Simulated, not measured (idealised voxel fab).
process module | voxel gate over fins
cross-section cut | 290 nm wide | cells 5 nm
A cross-section is a grid of square cells, given in bands from the top down. A band is one or more rows of cells.
Each band's line starts with the height of the band's top and of its bottom, in nm. Then come its materials from left to right, each with its width in nm. One material with "throughout" fills the band from edge to edge. "air" is empty space.
Height 0 is the level under which the wafer as received is all one material. The lowest band goes on downwards, as in "0 down".
A width such as "30 to 40" changes by the same amount from each row of cells to the next, from the band's top row to its bottom row.
"no change" after a step means that no cell of the cross-section changed.
closed voids: empty space of 8 cells or more with no open way to the top, each as width x height at its distance from the left edge, in nm
after a step's settings: what the simulator itself notes on the step
overlay nm, on a step with a mask: how far to the right of its planned place the mask lay; to the left if negative
plan
1 op RECEIVE | material Si
2 op CONFORMAL_DEP | material SiN | thk nm 5
3 op PATTERN | tone cover | mask id FINS | material resist | width nm 15 | pitch nm 40 | thk nm 15 | overlay nm -15
4 op DIRECTIONAL_ETCH | etch materials SiN | depth nm 5
5 op DIRECTIONAL_ETCH | etch materials Si | depth nm 35
6 op STRIP | etch materials resist
7 op OXIDIZE | depth nm 5
8 op FILL_DEP | material SiO2 | thk nm 5
9 op CMP | height nm 5
10 op SELECTIVE_ETCH | etch materials SiO2 | depth nm 20
11 op STRIP | etch materials SiN
12 op CONFORMAL_DEP | material HfO2 | thk nm 5
13 op CONFORMAL_DEP | material TiN | thk nm 5
14 op FILL_DEP | material W | thk nm 15
15 op CMP | height nm 20
16 op CONFORMAL_DEP | material SiN | thk nm 10
varied across the wafers: overlay nm of step 3. The plan shows the first wafer's value. All wafers start alike
first wafer as received, after step 1
  0 down: Si throughout
  closed voids: none
first wafer at the end, after step 16
  30 to 20: SiN throughout
  20 to 10: W throughout
  10 to 5: W 55 | TiN 25 | W 15 | TiN 25 | W 15 | TiN 25 | W 15 | TiN 25 | W 90
  5 to 0: W 55 | TiN 5 | HfO2 15 | TiN 5 | W 15 | TiN 5 | HfO2 15 | TiN 5 | W 15 | TiN 5 | HfO2 15 | TiN 5 | W 15 | TiN 5 | HfO2 15 | TiN 5 | W 90
  0 to -5: W 55 | TiN 5 | HfO2 5 | Si 5 | HfO2 5 | TiN 5 | W 15 | TiN 5 | HfO2 5 | Si 5 | HfO2 5 | TiN 5 | W 15 | TiN 5 | HfO2 5 | Si 5 | HfO2 5 | TiN 5 | W 15 | TiN 5 | HfO2 5 | Si 5 | HfO2 5 | TiN 5 | W 90
  -5 to -10: TiN 60 | HfO2 5 | Si 5 | HfO2 5 | TiN 25 | HfO2 5 | Si 5 | HfO2 5 | TiN 25 | HfO2 5 | Si 5 | HfO2 5 | TiN 25 | HfO2 5 | Si 5 | HfO2 5 | TiN 95
  -10 to -15: HfO2 65 | Si 5 | HfO2 35 | Si 5 | HfO2 35 | Si 5 | HfO2 35 | Si 5 | HfO2 100
  -15 to -40: SiO2 65 | Si 5 | SiO2 35 | Si 5 | SiO2 35 | Si 5 | SiO2 35 | Si 5 | SiO2 100
  -40 down: Si throughout
  closed voids: none
last wafer at the end
  30 to 20: SiN throughout
  20 to 10: W throughout
  10 to 5: W 85 | TiN 25 | W 15 | TiN 25 | W 15 | TiN 25 | W 15 | TiN 25 | W 60
  5 to 0: W 85 | TiN 5 | HfO2 15 | TiN 5 | W 15 | TiN 5 | HfO2 15 | TiN 5 | W 15 | TiN 5 | HfO2 15 | TiN 5 | W 15 | TiN 5 | HfO2 15 | TiN 5 | W 60
  0 to -5: W 85 | TiN 5 | HfO2 5 | Si 5 | HfO2 5 | TiN 5 | W 15 | TiN 5 | HfO2 5 | Si 5 | HfO2 5 | TiN 5 | W 15 | TiN 5 | HfO2 5 | Si 5 | HfO2 5 | TiN 5 | W 15 | TiN 5 | HfO2 5 | Si 5 | HfO2 5 | TiN 5 | W 60
  -5 to -10: TiN 90 | HfO2 5 | Si 5 | HfO2 5 | TiN 25 | HfO2 5 | Si 5 | HfO2 5 | TiN 25 | HfO2 5 | Si 5 | HfO2 5 | TiN 25 | HfO2 5 | Si 5 | HfO2 5 | TiN 65
  -10 to -15: HfO2 95 | Si 5 | HfO2 35 | Si 5 | HfO2 35 | Si 5 | HfO2 35 | Si 5 | HfO2 70
  -15 to -40: SiO2 95 | Si 5 | SiO2 35 | Si 5 | SiO2 35 | Si 5 | SiO2 35 | Si 5 | SiO2 70
  -40 down: Si throughout
  closed voids: none
each wafer at the end: cells of each material gained (+) or lost (-) since it was received, then its closed voids
overlay nm -15 | +82 HfO2 | -432 Si | +116 SiN | +270 SiO2 | +82 TiN | +230 W | closed voids: none
overlay nm -10 | +82 HfO2 | -432 Si | +116 SiN | +270 SiO2 | +82 TiN | +230 W | closed voids: none
overlay nm -5 | +82 HfO2 | -432 Si | +116 SiN | +270 SiO2 | +82 TiN | +230 W | closed voids: none
overlay nm 0 | +82 HfO2 | -432 Si | +116 SiN | +270 SiO2 | +82 TiN | +230 W | closed voids: none
overlay nm 5 | +82 HfO2 | -432 Si | +116 SiN | +270 SiO2 | +82 TiN | +230 W | closed voids: none
overlay nm 10 | +82 HfO2 | -432 Si | +116 SiN | +270 SiO2 | +82 TiN | +230 W | closed voids: none
overlay nm 15 | +82 HfO2 | -432 Si | +116 SiN | +270 SiO2 | +82 TiN | +230 W | closed voids: none
